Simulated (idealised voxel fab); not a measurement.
Process module under the name voxel self aligned vias
Shown is cross-section cut, with a width of 175 nm and square cells of size 5 nm.
Square cells in a grid make up a cross-section in this document, and the grid is given as bands, listed from the top down, each one or more rows of cells.
Heads up on the band format: heights come first, top then bottom, in nm. After that it's the materials left to right, each with its width in nm. A single material flagged "edge to edge" fills the whole band edge to edge, and "air" means there's empty space there.
It should be noted that heights are counted from 0, beneath which the wafer as supplied is of one material throughout, and that the lowest band possesses no lower boundary but continues downward, as written in "from 0 down".
Read "30->40" as a graded width: first number on top, second number at the bottom, same change between each pair of neighbouring rows.
When a step is marked "same as before", none of the cells in the cross-section changed during that step.
The list in "Entrapped voids" covers empty spaces of 8 cells or more that cannot reach the top through any open way, and it gives each as width x height at distance; the distance is from the left edge, and width, height and distance are in nm.
Formally, on a step line, whatever follows the settings is a remark that the simulator itself makes on the step.
A step line may carry the setting "overlay nm", which, for steps involving a mask, states the distance by which the mask lay to the right of its intended position; negative values denote displacement to the left.

Plan
1,RECEIVE, material Si
2,CONFORMAL_DEP, material SiO2, thk nm 10
3,CONFORMAL_DEP, material SiCN, thk nm 5
4,DIRECTIONAL_DEP, material SiO2, thk nm 20
5,DIRECTIONAL_DEP, material aC, thk nm 10
6,PATTERN, tone open, mask id LINES, material resist, width nm 20, pitch nm 50, thk nm 25, overlay nm 0
7,DIRECTIONAL_ETCH, etch materials aC, depth nm 10
8,STRIP, etch materials resist
9,DIRECTIONAL_ETCH, etch materials SiO2, depth nm 20
10,STRIP, etch materials aC
11,CONFORMAL_DEP, material TiN, thk nm 5
12,FILL_DEP, material W, thk nm 5
13,CMP, height nm 35
14,SELECTIVE_ETCH, etch materials W Ru TiN, depth nm 5
15,FILL_DEP, material SiN, thk nm 10
16,CMP, height nm 35
17,DIRECTIONAL_DEP, material SiO2, thk nm 15
18,MASKED_ETCH, tone open, mask id VIAS, width nm 30, pitch nm 100, etch materials SiO2, depth nm 15, overlay nm 0
19,MASKED_ETCH, tone open, mask id VIAS, width nm 30, pitch nm 100, etch materials SiN, depth nm 5, overlay nm 0
20,CONFORMAL_DEP, material TiN, thk nm 5
21,FILL_DEP, material Ru, thk nm 5
22,CMP, height nm 50
23,CONFORMAL_DEP, material SiCN, thk nm 5

First wafer, two in total, run as planned

Wafer as received: cross-section following step 1
> from 0 down  Si edge to edge
> Entrapped voids: none

After step 2, in cross-section
> from 10 to 0  SiO2 edge to edge
> Unchanged below 0.

After step 3, in cross-section
> from 15 to 10  SiCN edge to edge
> Unchanged below 10.

After step 4, in cross-section
> from 35 to 15  SiO2 edge to edge
> Unchanged below 15.

After step 5, in cross-section
> from 45 to 35  aC edge to edge
> Unchanged below 35.

After step 6, in cross-section
> from 70 to 45  25 resist | 20 air | 30 resist | 20 air | 30 resist | 20 air | 30 resist
> Unchanged below 45.

After step 7, in cross-section
> from 60 to 45  25 resist | 20 air | 30 resist | 20 air | 30 resist | 20 air | 30 resist
> from 45 to 35  25 aC | 20 air | 30 aC | 20 air | 30 aC | 20 air | 30 aC
> Unchanged below 35.

After step 8, in cross-section
> from 45 to 35  25 aC | 20 air | 30 aC | 20 air | 30 aC | 20 air | 30 aC
> Unchanged below 35.

After step 9, in cross-section
> from 45 to 35  25 aC | 20 air | 30 aC | 20 air | 30 aC | 20 air | 30 aC
> from 35 to 15  25 SiO2 | 20 air | 30 SiO2 | 20 air | 30 SiO2 | 20 air | 30 SiO2
> Unchanged below 15.

After step 10, in cross-section
> from 35 to 15  25 SiO2 | 20 air | 30 SiO2 | 20 air | 30 SiO2 | 20 air | 30 SiO2
> Unchanged below 15.

After step 11, in cross-section
> from 40 to 35  30 TiN | 10 air | 40 TiN | 10 air | 40 TiN | 10 air | 35 TiN
> from 35 to 20  25 SiO2 | 5 TiN | 10 air | 5 TiN | 30 SiO2 | 5 TiN | 10 air | 5 TiN | 30 SiO2 | 5 TiN | 10 air | 5 TiN | 30 SiO2
> from 20 to 15  25 SiO2 | 20 TiN | 30 SiO2 | 20 TiN | 30 SiO2 | 20 TiN | 30 SiO2
> Unchanged below 15.

After step 12, in cross-section
> from 45 to 40  W edge to edge
> from 40 to 35  30 TiN | 10 W | 40 TiN | 10 W | 40 TiN | 10 W | 35 TiN
> from 35 to 20  25 SiO2 | 5 TiN | 10 W | 5 TiN | 30 SiO2 | 5 TiN | 10 W | 5 TiN | 30 SiO2 | 5 TiN | 10 W | 5 TiN | 30 SiO2
> Unchanged below 20.

After step 13, in cross-section
> from 35 to 20  25 SiO2 | 5 TiN | 10 W | 5 TiN | 30 SiO2 | 5 TiN | 10 W | 5 TiN | 30 SiO2 | 5 TiN | 10 W | 5 TiN | 30 SiO2
> Unchanged below 20.

After step 14, in cross-section
> from 35 to 30  25 SiO2 | 20 air | 30 SiO2 | 20 air | 30 SiO2 | 20 air | 30 SiO2
> Unchanged below 30.

After step 15, in cross-section
> from 45 to 35  SiN edge to edge
> from 35 to 30  25 SiO2 | 20 SiN | 30 SiO2 | 20 SiN | 30 SiO2 | 20 SiN | 30 SiO2
> Unchanged below 30.

After step 16, in cross-section
> from 35 to 30  25 SiO2 | 20 SiN | 30 SiO2 | 20 SiN | 30 SiO2 | 20 SiN | 30 SiO2
> Unchanged below 30.

After step 17, in cross-section
> from 50 to 35  SiO2 edge to edge
> Unchanged below 35.

After step 18, in cross-section
> from 50 to 35  20 SiO2 | 30 air | 70 SiO2 | 30 air | 25 SiO2
> Unchanged below 35.

After step 19, in cross-section
> from 50 to 35  20 SiO2 | 30 air | 70 SiO2 | 30 air | 25 SiO2
> from 35 to 30  25 SiO2 | 20 air | 30 SiO2 | 20 SiN | 30 SiO2 | 20 air | 30 SiO2
> Unchanged below 30.

After step 20, in cross-section
> from 55 to 50  25 TiN | 20 air | 80 TiN | 20 air | 30 TiN
> from 50 to 40  20 SiO2 | 5 TiN | 20 air | 5 TiN | 70 SiO2 | 5 TiN | 20 air | 5 TiN | 25 SiO2
> from 40 to 35  20 SiO2 | 10 TiN | 10 air | 10 TiN | 70 SiO2 | 10 TiN | 10 air | 10 TiN | 25 SiO2
> from 35 to 30  25 SiO2 | 20 TiN | 30 SiO2 | 20 SiN | 30 SiO2 | 20 TiN | 30 SiO2
> Unchanged below 30.

After step 21, in cross-section
> from 60 to 55  Ru edge to edge
> from 55 to 50  25 TiN | 20 Ru | 80 TiN | 20 Ru | 30 TiN
> from 50 to 40  20 SiO2 | 5 TiN | 20 Ru | 5 TiN | 70 SiO2 | 5 TiN | 20 Ru | 5 TiN | 25 SiO2
> from 40 to 35  20 SiO2 | 10 TiN | 10 Ru | 10 TiN | 70 SiO2 | 10 TiN | 10 Ru | 10 TiN | 25 SiO2
> Unchanged below 35.

After step 22, in cross-section
> from 50 to 40  20 SiO2 | 5 TiN | 20 Ru | 5 TiN | 70 SiO2 | 5 TiN | 20 Ru | 5 TiN | 25 SiO2
> Unchanged below 40.

After step 23, in cross-section
> from 55 to 50  SiCN edge to edge
> Unchanged below 50.

Second wafer: same start and same plan as the first, one execution error; identical to the first through step 5

Cross-section of the second wafer at the time by which step 6 should have been completed according to the plan
> from 70 to 45  15 resist | 20 air | 30 resist | 20 air | 30 resist | 20 air | 40 resist
> Unchanged below 45.

Cross-section of the second wafer at the time by which step 7 should have been completed according to the plan
> from 60 to 45  15 resist | 20 air | 30 resist | 20 air | 30 resist | 20 air | 40 resist
> from 45 to 35  15 aC | 20 air | 30 aC | 20 air | 30 aC | 20 air | 40 aC
> Unchanged below 35.

Cross-section of the second wafer at the time by which step 8 should have been completed according to the plan
> from 45 to 35  15 aC | 20 air | 30 aC | 20 air | 30 aC | 20 air | 40 aC
> Unchanged below 35.

Cross-section of the second wafer at the time by which step 9 should have been completed according to the plan
> from 45 to 35  15 aC | 20 air | 30 aC | 20 air | 30 aC | 20 air | 40 aC
> from 35 to 15  15 SiO2 | 20 air | 30 SiO2 | 20 air | 30 SiO2 | 20 air | 40 SiO2
> Unchanged below 15.

Cross-section of the second wafer at the time by which step 10 should have been completed according to the plan
> from 35 to 15  15 SiO2 | 20 air | 30 SiO2 | 20 air | 30 SiO2 | 20 air | 40 SiO2
> Unchanged below 15.

Cross-section of the second wafer at the time by which step 11 should have been completed according to the plan
> from 40 to 35  20 TiN | 10 air | 40 TiN | 10 air | 40 TiN | 10 air | 45 TiN
> from 35 to 20  15 SiO2 | 5 TiN | 10 air | 5 TiN | 30 SiO2 | 5 TiN | 10 air | 5 TiN | 30 SiO2 | 5 TiN | 10 air | 5 TiN | 40 SiO2
> from 20 to 15  15 SiO2 | 20 TiN | 30 SiO2 | 20 TiN | 30 SiO2 | 20 TiN | 40 SiO2
> Unchanged below 15.

Cross-section of the second wafer at the time by which step 12 should have been completed according to the plan
> from 45 to 40  W edge to edge
> from 40 to 35  20 TiN | 10 W | 40 TiN | 10 W | 40 TiN | 10 W | 45 TiN
> from 35 to 20  15 SiO2 | 5 TiN | 10 W | 5 TiN | 30 SiO2 | 5 TiN | 10 W | 5 TiN | 30 SiO2 | 5 TiN | 10 W | 5 TiN | 40 SiO2
> Unchanged below 20.

Cross-section of the second wafer at the time by which step 13 should have been completed according to the plan
> from 35 to 20  15 SiO2 | 5 TiN | 10 W | 5 TiN | 30 SiO2 | 5 TiN | 10 W | 5 TiN | 30 SiO2 | 5 TiN | 10 W | 5 TiN | 40 SiO2
> Unchanged below 20.

Cross-section of the second wafer at the time by which step 14 should have been completed according to the plan
> from 35 to 30  15 SiO2 | 20 air | 30 SiO2 | 20 air | 30 SiO2 | 20 air | 40 SiO2
> Unchanged below 30.

Cross-section of the second wafer at the time by which step 15 should have been completed according to the plan
> from 45 to 35  SiN edge to edge
> from 35 to 30  15 SiO2 | 20 SiN | 30 SiO2 | 20 SiN | 30 SiO2 | 20 SiN | 40 SiO2
> Unchanged below 30.

Cross-section of the second wafer at the time by which step 16 should have been completed according to the plan
> from 35 to 30  15 SiO2 | 20 SiN | 30 SiO2 | 20 SiN | 30 SiO2 | 20 SiN | 40 SiO2
> Unchanged below 30.

Cross-section of the second wafer at the time by which step 17 should have been completed according to the plan
> from 50 to 35  SiO2 edge to edge
> Unchanged below 35.

Cross-section of the second wafer at the time by which step 18 should have been completed according to the plan
> from 50 to 35  20 SiO2 | 30 air | 70 SiO2 | 30 air | 25 SiO2
> Unchanged below 35.

Cross-section of the second wafer at the time by which step 19 should have been completed according to the plan
> from 50 to 35  20 SiO2 | 30 air | 70 SiO2 | 30 air | 25 SiO2
> from 35 to 30  15 SiO2 | 5 SiN | 15 air | 30 SiO2 | 20 SiN | 30 SiO2 | 5 SiN | 15 air | 40 SiO2
> Unchanged below 30.

Cross-section of the second wafer at the time by which step 20 should have been completed according to the plan
> from 55 to 50  25 TiN | 20 air | 80 TiN | 20 air | 30 TiN
> from 50 to 40  20 SiO2 | 5 TiN | 20 air | 5 TiN | 70 SiO2 | 5 TiN | 20 air | 5 TiN | 25 SiO2
> from 40 to 35  20 SiO2 | 5 TiN | 5 air | 20 TiN | 70 SiO2 | 5 TiN | 5 air | 20 TiN | 25 SiO2
> from 35 to 30  15 SiO2 | 5 SiN | 15 TiN | 30 SiO2 | 20 SiN | 30 SiO2 | 5 SiN | 15 TiN | 40 SiO2
> Unchanged below 30.

Cross-section of the second wafer at the time by which step 21 should have been completed according to the plan
> from 60 to 55  Ru edge to edge
> from 55 to 50  25 TiN | 20 Ru | 80 TiN | 20 Ru | 30 TiN
> from 50 to 40  20 SiO2 | 5 TiN | 20 Ru | 5 TiN | 70 SiO2 | 5 TiN | 20 Ru | 5 TiN | 25 SiO2
> from 40 to 35  20 SiO2 | 5 TiN | 5 Ru | 20 TiN | 70 SiO2 | 5 TiN | 5 Ru | 20 TiN | 25 SiO2
> Unchanged below 35.

Cross-section of the second wafer at the time by which step 22 should have been completed according to the plan
> from 50 to 40  20 SiO2 | 5 TiN | 20 Ru | 5 TiN | 70 SiO2 | 5 TiN | 20 Ru | 5 TiN | 25 SiO2
> Unchanged below 40.

Cross-section of the second wafer at the time by which step 23 should have been completed according to the plan
> from 55 to 50  SiCN edge to edge
> Unchanged below 50.
Finding, execution versus plan: step 6 went in with a setting other than planned; the actual run was PATTERN, tone open, mask id LINES, material resist, width nm 20, pitch nm 50, thk nm 25, overlay nm -10
Once processing is complete, comparing cell counts shows that the second wafer has more or fewer of certain materials than the first: Ru -2; SiN +2
